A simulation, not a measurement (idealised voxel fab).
The following process module bears the name voxel self aligned contacts.
The figure presents cross-section cut, which has a width of 230 nm and is divided into square cells with an edge length of 5 nm.
Notation: cross-section as square-cell grid; stated in bands, top first, going down; one or more cell rows per band.
For a band, the entry starts with two heights in nm, that of the top and then that of the bottom, and carries on with the band's materials in order from left to right, each alongside its width in nm; the word "throughout" beside a single material means it fills the band edge to edge, and "empty" means empty space.
Beneath 0, the wafer as received is one material, and that level is where height counting begins. The lowest band goes on downward without a bottom; it is written like "0 and below".
Quick explanation for "30->40": the width changes in equal steps down the rows of cells, from the first number in the band's top row to the second number in its bottom row.
It should be understood that the words "remained the same", when stated for a given step, signify that the cross-section underwent no change in any of its cells during that step.
If an empty space has no open way to the top and is at least 8 cells in size, "Unvented internal voids" lists it, written width x height at distance, where distance is measured from the left edge and every value is in nm.
after a step's settings: what the simulator itself notes on the step
On any step carrying a mask, the "overlay nm" setting, if present on the step's line, tells how far right of its planned place the mask lay; negative values point to the left.

-- Process steps - plan
1: RECEIVE, material Si
2: OXIDIZE, depth nm 5
3: DIRECTIONAL_DEP, material polySi, thk nm 30
4: DIRECTIONAL_DEP, material SiN, thk nm 20
5: DIRECTIONAL_DEP, material aC, thk nm 15
6: PATTERN, tone cover, mask id GATE, material resist, width nm 25, pitch nm 50, thk nm 30, overlay nm 0
7: DIRECTIONAL_ETCH, etch materials aC, depth nm 15
8: STRIP, etch materials resist
9: DIRECTIONAL_ETCH, etch materials SiN, depth nm 20
10: DIRECTIONAL_ETCH, etch materials polySi, depth nm 30
11: STRIP, etch materials aC
12: CONFORMAL_DEP, material SiN, thk nm 5
13: DIRECTIONAL_ETCH, etch materials SiN, depth nm 5
14: FILL_DEP, material SiO2, thk nm 20
15: CMP, height nm 60
16: PATTERN, tone open, mask id CONTACT, material resist, width nm 35, thk nm 15, overlay nm 0
17: DIRECTIONAL_ETCH, etch materials SiO2, depth nm 65
18: STRIP, etch materials resist
19: CONFORMAL_DEP, material TiN, thk nm 5
20: FILL_DEP, material Ru, thk nm 5
21: CMP, height nm 60
22: CONFORMAL_DEP, material SiCN, thk nm 5

-- The first of two wafers, run as planned

-- Shown in cross-section is the wafer as received, that is, as it stands after step 1
- 0 and below: Si throughout
- Unvented internal voids: none

-- Cross-sectional representation of the wafer at the conclusion of step 2
- 0 down to -5: SiO2 throughout
- Below -5, the layers are the same as they were.

-- Cross-sectional representation of the wafer at the conclusion of step 3
- 30 down to 0: polySi throughout
- Below 0, the layers are the same as they were.

-- Cross-sectional representation of the wafer at the conclusion of step 4
- 50 down to 30: SiN throughout
- Below 30, the layers are the same as they were.

-- Cross-sectional representation of the wafer at the conclusion of step 5
- 65 down to 50: aC throughout
- Below 50, the layers are the same as they were.

-- Cross-sectional representation of the wafer at the conclusion of step 6
- 95 down to 65: 75 empty; 25 resist; 25 empty; 25 resist; 80 empty
- Below 65, the layers are the same as they were.

-- Cross-sectional representation of the wafer at the conclusion of step 7
- 80 down to 65: 75 empty; 25 resist; 25 empty; 25 resist; 80 empty
- 65 down to 50: 75 empty; 25 aC; 25 empty; 25 aC; 80 empty
- Below 50, the layers are the same as they were.

-- Cross-sectional representation of the wafer at the conclusion of step 8
- 65 down to 50: 75 empty; 25 aC; 25 empty; 25 aC; 80 empty
- Below 50, the layers are the same as they were.

-- Cross-sectional representation of the wafer at the conclusion of step 9
- 65 down to 50: 75 empty; 25 aC; 25 empty; 25 aC; 80 empty
- 50 down to 30: 75 empty; 25 SiN; 25 empty; 25 SiN; 80 empty
- Below 30, the layers are the same as they were.

-- Cross-sectional representation of the wafer at the conclusion of step 10
- 65 down to 50: 75 empty; 25 aC; 25 empty; 25 aC; 80 empty
- 50 down to 30: 75 empty; 25 SiN; 25 empty; 25 SiN; 80 empty
- 30 down to 0: 75 empty; 25 polySi; 25 empty; 25 polySi; 80 empty
- Below 0, the layers are the same as they were.

-- Cross-sectional representation of the wafer at the conclusion of step 11
- 50 down to 30: 75 empty; 25 SiN; 25 empty; 25 SiN; 80 empty
- Below 30, the layers are the same as they were.

-- Cross-sectional representation of the wafer at the conclusion of step 12
- 55 down to 30: 70 empty; 35 SiN; 15 empty; 35 SiN; 75 empty
- 30 down to 5: 70 empty; 5 SiN; 25 polySi; 5 SiN; 15 empty; 5 SiN; 25 polySi; 5 SiN; 75 empty
- 5 down to 0: 75 SiN; 25 polySi; 25 SiN; 25 polySi; 80 SiN
- Below 0, the layers are the same as they were.

-- Cross-sectional representation of the wafer at the conclusion of step 13
- 50 down to 30: 70 empty; 35 SiN; 15 empty; 35 SiN; 75 empty
- 30 down to 0: 70 empty; 5 SiN; 25 polySi; 5 SiN; 15 empty; 5 SiN; 25 polySi; 5 SiN; 75 empty
- Below 0, the layers are the same as they were.

-- Cross-sectional representation of the wafer at the conclusion of step 14
- 70 down to 50: SiO2 throughout
- 50 down to 30: 70 SiO2; 35 SiN; 15 SiO2; 35 SiN; 75 SiO2
- 30 down to 0: 70 SiO2; 5 SiN; 25 polySi; 5 SiN; 15 SiO2; 5 SiN; 25 polySi; 5 SiN; 75 SiO2
- Below 0, the layers are the same as they were.

-- Cross-sectional representation of the wafer at the conclusion of step 15
- 60 down to 50: SiO2 throughout
- Below 50, the layers are the same as they were.

-- Cross-sectional representation of the wafer at the conclusion of step 16
- 75 down to 60: 95 resist; 35 empty; 100 resist
- Below 60, the layers are the same as they were.

-- Cross-sectional representation of the wafer at the conclusion of step 17
- 75 down to 60: 95 resist; 35 empty; 100 resist
- 60 down to 50: 95 SiO2; 35 empty; 100 SiO2
- 50 down to 30: 70 SiO2; 35 SiN; 15 empty; 35 SiN; 75 SiO2
- 30 down to 0: 70 SiO2; 5 SiN; 25 polySi; 5 SiN; 15 empty; 5 SiN; 25 polySi; 5 SiN; 75 SiO2
- 0 down to -5: 105 SiO2; 15 empty; 110 SiO2
- Below -5, the layers are the same as they were.

-- Cross-sectional representation of the wafer at the conclusion of step 18
- 60 down to 50: 95 SiO2; 35 empty; 100 SiO2
- Below 50, the layers are the same as they were.

-- Cross-sectional representation of the wafer at the conclusion of step 19
- 65 down to 60: 100 TiN; 25 empty; 105 TiN
- 60 down to 50: 95 SiO2; 5->15 TiN; 25->5 empty; 5->15 TiN; 100 SiO2
- 50 down to 30: 70 SiO2; 35 SiN; 5 TiN; 5 empty; 5 TiN; 35 SiN; 75 SiO2
- 30 down to 0: 70 SiO2; 5 SiN; 25 polySi; 5 SiN; 5 TiN; 5 empty; 5 TiN; 5 SiN; 25 polySi; 5 SiN; 75 SiO2
- 0 down to -5: 105 SiO2; 15 TiN; 110 SiO2
- Below -5, the layers are the same as they were.

-- Cross-sectional representation of the wafer at the conclusion of step 20
- 70 down to 65: Ru throughout
- 65 down to 60: 100 TiN; 25 Ru; 105 TiN
- 60 down to 50: 95 SiO2; 5->15 TiN; 25->5 Ru; 5->15 TiN; 100 SiO2
- 50 down to 30: 70 SiO2; 35 SiN; 5 TiN; 5 Ru; 5 TiN; 35 SiN; 75 SiO2
- 30 down to 0: 70 SiO2; 5 SiN; 25 polySi; 5 SiN; 5 TiN; 5 Ru; 5 TiN; 5 SiN; 25 polySi; 5 SiN; 75 SiO2
- Below 0, the layers are the same as they were.

-- Cross-sectional representation of the wafer at the conclusion of step 21
- 60 down to 50: 95 SiO2; 5->15 TiN; 25->5 Ru; 5->15 TiN; 100 SiO2
- Below 50, the layers are the same as they were.

-- Cross-sectional representation of the wafer at the conclusion of step 22
- 65 down to 60: SiCN throughout
- Below 60, the layers are the same as they were.

-- The remaining wafer, second of the two, started like the first and was run to the same plan, except that one mistake was made along the way; the two coincide through step 11, inclusive

-- Cross-section of the second wafer when, according to plan, step 12 should have finished
- 45 down to 30: 75 empty; 25 SiN; 25 empty; 25 SiN; 80 empty
- Below 30, the layers are the same as they were.

-- Cross-section of the second wafer when, according to plan, step 13 should have finished
- 50 down to 30: 70 empty; 35 SiN; 15 empty; 35 SiN; 75 empty
- 30 down to 5: 70 empty; 5 SiN; 25 polySi; 5 SiN; 15 empty; 5 SiN; 25 polySi; 5 SiN; 75 empty
- 5 down to 0: 75 SiN; 25 polySi; 25 SiN; 25 polySi; 80 SiN
- Below 0, the layers are the same as they were.

-- Cross-section of the second wafer when, according to plan, step 14 should have finished
- 70 down to 50: SiO2 throughout
- 50 down to 30: 70 SiO2; 35 SiN; 15 SiO2; 35 SiN; 75 SiO2
- 30 down to 5: 70 SiO2; 5 SiN; 25 polySi; 5 SiN; 15 SiO2; 5 SiN; 25 polySi; 5 SiN; 75 SiO2
- Below 5, the layers are the same as they were.

-- Cross-section of the second wafer when, according to plan, step 15 should have finished
- 60 down to 50: SiO2 throughout
- Below 50, the layers are the same as they were.

-- Cross-section of the second wafer when, according to plan, step 16 should have finished
- 75 down to 60: 95 resist; 35 empty; 100 resist
- Below 60, the layers are the same as they were.

-- Cross-section of the second wafer when, according to plan, step 17 should have finished
- 75 down to 60: 95 resist; 35 empty; 100 resist
- 60 down to 50: 95 SiO2; 35 empty; 100 SiO2
- 50 down to 30: 70 SiO2; 35 SiN; 15 empty; 35 SiN; 75 SiO2
- 30 down to 5: 70 SiO2; 5 SiN; 25 polySi; 5 SiN; 15 empty; 5 SiN; 25 polySi; 5 SiN; 75 SiO2
- Below 5, the layers are the same as they were.

-- Cross-section of the second wafer when, according to plan, step 18 should have finished
- 60 down to 50: 95 SiO2; 35 empty; 100 SiO2
- Below 50, the layers are the same as they were.

-- Cross-section of the second wafer when, according to plan, step 19 should have finished
- 65 down to 60: 100 TiN; 25 empty; 105 TiN
- 60 down to 50: 95 SiO2; 5->15 TiN; 25->5 empty; 5->15 TiN; 100 SiO2
- 50 down to 30: 70 SiO2; 35 SiN; 5 TiN; 5 empty; 5 TiN; 35 SiN; 75 SiO2
- 30 down to 10: 70 SiO2; 5 SiN; 25 polySi; 5 SiN; 5 TiN; 5 empty; 5 TiN; 5 SiN; 25 polySi; 5 SiN; 75 SiO2
- 10 down to 5: 70 SiO2; 5 SiN; 25 polySi; 5 SiN; 15 TiN; 5 SiN; 25 polySi; 5 SiN; 75 SiO2
- Below 5, the layers are the same as they were.

-- Cross-section of the second wafer when, according to plan, step 20 should have finished
- 70 down to 65: Ru throughout
- 65 down to 60: 100 TiN; 25 Ru; 105 TiN
- 60 down to 50: 95 SiO2; 5->15 TiN; 25->5 Ru; 5->15 TiN; 100 SiO2
- 50 down to 30: 70 SiO2; 35 SiN; 5 TiN; 5 Ru; 5 TiN; 35 SiN; 75 SiO2
- 30 down to 10: 70 SiO2; 5 SiN; 25 polySi; 5 SiN; 5 TiN; 5 Ru; 5 TiN; 5 SiN; 25 polySi; 5 SiN; 75 SiO2
- Below 10, the layers are the same as they were.

-- Cross-section of the second wafer when, according to plan, step 21 should have finished
- 60 down to 50: 95 SiO2; 5->15 TiN; 25->5 Ru; 5->15 TiN; 100 SiO2
- Below 50, the layers are the same as they were.

-- Cross-section of the second wafer when, according to plan, step 22 should have finished
- 65 down to 60: SiCN throughout
- Below 60, the layers are the same as they were.
What was the processing mistake? a sequencing error occurred in which plan steps 12 and 13 were transposed
Once processing is complete, comparing cell counts shows that the second wafer has more or fewer of certain materials than the first: 2 fewer of Ru, 32 more of SiN, 26 fewer of SiO2, 4 fewer of TiN
